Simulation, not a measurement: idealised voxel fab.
The following is a process module called voxel transistor to metal.
Square cells of 5 nm make up the cross-section cut, whose width is 215 nm.
Just so we're on the same page, the cross-sections are grids of square cells, and they're listed out in bands top to bottom, each band one or more rows deep. It is stipulated that each band's entry specify, in nanometres, the height of the top of the band and then that of its bottom, followed by the materials of the band in left-to-right sequence, each together with its width in nanometres. A single material marked by the word "full width" is understood to fill the band from edge to edge; the word "empty" is understood to denote empty space. Basically, 0 is our baseline, since under it the wafer straight out of the box is all one material. The bottom band has no lower end and keeps on going down, so it looks like "0..down". The notation "30->40" denotes a width that varies across the rows of cells in the band, beginning at the first number in the top row, finishing at the second number in the bottom row, and changing by an identical amount from each row to the next. Step note "nothing changed" = no cross-section cell changed. "Closed cavities" means: voids of 8 cells or more that are shut off from the top with no open way through. Written width x height at distance, distance from the left edge, in nm. Read whatever lies past the settings on a step's line as the simulator's own remark about the step. overlay nm, on a step with a mask: how far to the right of its planned place the mask lay; to the left if negative.
THE STEPS PLANNED FOR THE PROCESS ARE AS FOLLOWS
1: op RECEIVE | material Si
2: op CONFORMAL_DEP | material SiO2 | thk nm 5
3: op CONFORMAL_DEP | material SiN | thk nm 15
4: op DIRECTIONAL_DEP | material aC | thk nm 15
5: op PATTERN | tone cover | mask id ACTIVE | material resist | width nm 120 | thk nm 35 | overlay nm 0
6: op DIRECTIONAL_ETCH | etch materials aC | depth nm 15
7: op STRIP | etch materials resist
8: op DIRECTIONAL_ETCH | etch materials SiN | depth nm 15
9: op DIRECTIONAL_ETCH | etch materials SiO2 | depth nm 5
10: op DIRECTIONAL_ETCH | etch materials Si | depth nm 20
11: op STRIP | etch materials aC
12: op OXIDIZE | depth nm 5
13: op FILL_DEP | material SiO2 | thk nm 15
14: op CMP | height nm 20
15: op SELECTIVE_ETCH | etch materials SiO2 | depth nm 10
16: op STRIP | etch materials SiN
17: op SELECTIVE_ETCH | etch materials SiO2 | depth nm 5
18: op OXIDIZE | depth nm 5
19: op DIRECTIONAL_DEP | material polySi | thk nm 25
20: op DIRECTIONAL_DEP | material SiCN | thk nm 10
21: op MASKED_ETCH | tone cover | mask id GATE | width nm 30 | etch materials SiCN | depth nm 20 | overlay nm 0
22: op MASKED_ETCH | tone cover | mask id GATE | width nm 30 | etch materials polySi | depth nm 35 | overlay nm 0
23: op CONFORMAL_DEP | material SiO2 | thk nm 5
24: op DIRECTIONAL_ETCH | etch materials SiO2 | depth nm 5
25: op CONFORMAL_DEP | material SiN | thk nm 10
26: op DIRECTIONAL_ETCH | etch materials SiN | depth nm 10
27: op DIRECTIONAL_ETCH | etch materials SiO2 | depth nm 5
28: op EPI | material nSi | thk nm 5
29: op FILL_DEP | material SiO2 | thk nm 10
30: op CMP | height nm 25
31: op STRIP | etch materials polySi
32: op SELECTIVE_ETCH | etch materials SiO2 | depth nm 5
33: op CONFORMAL_DEP | material HfO2 | thk nm 5
34: op CONFORMAL_DEP | material TiN | thk nm 5
35: op FILL_DEP | material W | thk nm 10
36: op CMP | height nm 20
37: op DIRECTIONAL_DEP | material SiO2 | thk nm 10
38: op PATTERN | tone open | mask id CONTACT | material resist | width nm 20 | pitch nm 90 | thk nm 20 | overlay nm 0
39: op DIRECTIONAL_ETCH | etch materials SiO2 | depth nm 30
40: op STRIP | etch materials resist
41: op CONFORMAL_DEP | material TiN | thk nm 5
42: op FILL_DEP | material Ru | thk nm 5
43: op CMP | height nm 30
44: op DIRECTIONAL_DEP | material TiN | thk nm 5
45: op DIRECTIONAL_DEP | material Ru | thk nm 15
46: op PATTERN | tone cover | mask id METAL_1 | material resist | width nm 20 | pitch nm 90 | thk nm 20 | overlay nm 0
47: op DIRECTIONAL_ETCH | etch materials Ru | depth nm 15
48: op DIRECTIONAL_ETCH | etch materials TiN | depth nm 5
49: op STRIP | etch materials resist
50: op CONFORMAL_DEP | material SiCN | thk nm 5
51: op FILL_DEP | material SiO2 | thk nm 5
52: op CMP | height nm 50
53: op CONFORMAL_DEP | material SiN | thk nm 5
SHOWN IN CROSS-SECTION IS THE WAFER AS RECEIVED, THAT IS, AS IT STANDS AFTER STEP 1
  0..down  Si full width
  Closed cavities: none
THE FIRST OF TWO WAFERS, CROSS-SECTIONED AT THE END OF THE MODULE, WITH THE RUN PROCEEDING AS PLANNED
  55..50  SiN full width
  50..35  SiO2 45 nm, then SiCN 5 nm, then Ru 20 nm, then SiCN 5 nm, then SiO2 60 nm, then SiCN 5 nm, then Ru 20 nm, then SiCN 5 nm, then SiO2 50 nm
  35..30  SiCN 50 nm, then TiN 20 nm, then SiCN 70 nm, then TiN 20 nm, then SiCN 55 nm
  30..20  SiO2 50 nm, then TiN 5 nm, then Ru 10 nm, then TiN 5 nm, then SiO2 70 nm, then TiN 5 nm, then Ru 10 nm, then TiN 5 nm, then SiO2 55 nm
  20..10  SiO2 50 nm, then TiN 5 nm, then Ru 10 nm, then TiN 5 nm, then SiO2 5 nm, then SiN 10 nm, then HfO2 5 nm, then TiN 5 nm, then W 20 nm, then TiN 5 nm, then HfO2 5 nm, then SiN 10 nm, then SiO2 5 nm, then TiN 5 nm, then Ru 10 nm, then TiN 5 nm, then SiO2 55 nm
  10..5  SiO2 50 nm, then TiN 10 nm, then Ru 5 nm, then TiN 5 nm, then SiO2 5 nm, then SiN 10 nm, then HfO2 5 nm, then TiN 5 nm, then W 20 nm, then TiN 5 nm, then HfO2 5 nm, then SiN 10 nm, then SiO2 5 nm, then TiN 5 nm, then Ru 5 nm, then TiN 10 nm, then SiO2 55 nm
  5..0  SiO2 45 nm, then SiN 10 nm, then TiN 15 nm, then SiO2 5 nm, then SiN 10 nm, then HfO2 5 nm, then TiN 30 nm, then HfO2 5 nm, then SiN 10 nm, then SiO2 5 nm, then TiN 15 nm, then SiN 10 nm, then SiO2 50 nm
  0..-5  SiO2 55 nm, then nSi 20 nm, then SiO2 10 nm, then HfO2 40 nm, then SiO2 10 nm, then nSi 20 nm, then SiO2 60 nm
  -5..-25  SiO2 50 nm, then Si 110 nm, then SiO2 55 nm
  -25..down  Si full width
  Closed cavities: none
WAFER TWO, SECTIONED AFTER THE MODULE: THE FIRST WAFER'S START, THE FIRST WAFER'S PLAN, AND ONE MISTAKE IN HOW IT WAS RUN
  55..50  SiN full width
  50..45  SiCN 50 nm, then TiN 20 nm, then SiCN 70 nm, then TiN 20 nm, then SiCN 55 nm
  45..30  Ru full width
  30..20  SiO2 50 nm, then TiN 5 nm, then Ru 10 nm, then TiN 5 nm, then SiO2 70 nm, then TiN 5 nm, then Ru 10 nm, then TiN 5 nm, then SiO2 55 nm
  20..10  SiO2 50 nm, then TiN 5 nm, then Ru 10 nm, then TiN 5 nm, then SiO2 5 nm, then SiN 10 nm, then HfO2 5 nm, then TiN 5 nm, then W 20 nm, then TiN 5 nm, then HfO2 5 nm, then SiN 10 nm, then SiO2 5 nm, then TiN 5 nm, then Ru 10 nm, then TiN 5 nm, then SiO2 55 nm
  10..5  SiO2 50 nm, then TiN 10 nm, then Ru 5 nm, then TiN 5 nm, then SiO2 5 nm, then SiN 10 nm, then HfO2 5 nm, then TiN 5 nm, then W 20 nm, then TiN 5 nm, then HfO2 5 nm, then SiN 10 nm, then SiO2 5 nm, then TiN 5 nm, then Ru 5 nm, then TiN 10 nm, then SiO2 55 nm
  5..0  SiO2 45 nm, then SiN 10 nm, then TiN 15 nm, then SiO2 5 nm, then SiN 10 nm, then HfO2 5 nm, then TiN 30 nm, then HfO2 5 nm, then SiN 10 nm, then SiO2 5 nm, then TiN 15 nm, then SiN 10 nm, then SiO2 50 nm
  0..-5  SiO2 55 nm, then nSi 20 nm, then SiO2 10 nm, then HfO2 40 nm, then SiO2 10 nm, then nSi 20 nm, then SiO2 60 nm
  -5..-25  SiO2 50 nm, then Si 110 nm, then SiO2 55 nm
  -25..down  Si full width
  Closed cavities: none
What broke from the plan during processing? ran 44 and 45 in swapped order versus the plan
End check, counted in cells, second wafer has more or fewer of these materials than the first: Ru +105, SiCN -12, SiO2 -93
